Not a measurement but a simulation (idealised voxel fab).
Herein follows the process module entitled voxel self aligned vias.
Cross-section cut spans 140 nm and uses square cells 5 nm in size.
A cross-section is a grid of square cells, given in bands from the top down. A band is one or more rows of cells. Per band: top height and bottom height in nm, followed by the left-to-right materials and their widths in nm; "everywhere" marks a single material spanning edge to edge, "blank" marks empty space. Zero point of the height axis is 0; under it, received wafer = one material. Lowest band: continues down indefinitely, "top 0, no bottom". Read "30->40" as a graded width: first number on top, second number at the bottom, same change between each pair of neighbouring rows. Reading "no alterations made" for a step: not a cell of the cross-section changed in it. For the entry "Closed void table", the listed items are empty spaces with no open way to the top whose size is 8 cells or more; each item follows the pattern width x height at distance, where distance is from the left edge and all three are in nm. Past the settings on a step's line: simulator remark, on that step. overlay nm: where the mask lay relative to plan, measured to the right, on steps with a mask; negatives go left.

### Planned process steps
- 1: RECEIVE [material Si]
- 2: CONFORMAL_DEP [material SiO2] [thk nm 15]
- 3: CONFORMAL_DEP [material SiCN] [thk nm 5]
- 4: DIRECTIONAL_DEP [material SiO2] [thk nm 20]
- 5: MASKED_ETCH [tone open] [mask id LINES] [width nm 25] [pitch nm 50] [etch materials SiO2] [depth nm 20] [overlay nm 0]
- 6: CONFORMAL_DEP [material TiN] [thk nm 5]
- 7: FILL_DEP [material W] [thk nm 10]
- 8: CMP [height nm 40]
- 9: SELECTIVE_ETCH [etch materials W Ru TiN] [depth nm 10]
- 10: FILL_DEP [material SiN] [thk nm 5]
- 11: CMP [height nm 40]
- 12: DIRECTIONAL_DEP [material SiO2] [thk nm 15]
- 13: PATTERN [tone open] [mask id VIAS] [material resist] [width nm 35] [thk nm 20] [overlay nm -10]
- 14: DIRECTIONAL_ETCH [etch materials SiO2] [depth nm 15]
- 15: DIRECTIONAL_ETCH [etch materials SiN] [depth nm 10]
- 16: STRIP [etch materials resist]
- 17: CONFORMAL_DEP [material TiN] [thk nm 5]
- 18: FILL_DEP [material Cu] [thk nm 10]
- 19: CMP [height nm 55]
- 20: CONFORMAL_DEP [material SiN] [thk nm 5]
The overlay nm used in step 13 is not the same on every wafer, whereas the starting condition is; the value printed in the plan is the first wafer's.

### The as-received cross-section of the first of several wafers corresponds to the state after step 1
    top 0, no bottom  Si everywhere
    Closed void table: none

### Below, a row for every wafer. Read it as the end-of-module picture: for each material the wafer shows its cells gained (+) or lost (-) since it was received, and then its closed voids
overlay nm -10 | +14 Cu | +28 SiCN | +40 SiN | +219 SiO2 | +29 TiN | +6 W | Closed void table: none
overlay nm -5 | +16 Cu | +28 SiCN | +38 SiN | +219 SiO2 | +29 TiN | +6 W | Closed void table: none
overlay nm 0 | +16 Cu | +28 SiCN | +38 SiN | +219 SiO2 | +29 TiN | +6 W | Closed void table: none
overlay nm 5 | +16 Cu | +28 SiCN | +38 SiN | +219 SiO2 | +29 TiN | +6 W | Closed void table: none
overlay nm 10 | +14 Cu | +28 SiCN | +40 SiN | +219 SiO2 | +29 TiN | +6 W | Closed void table: none
overlay nm 15 | +12 Cu | +28 SiCN | +42 SiN | +219 SiO2 | +29 TiN | +6 W | Closed void table: none
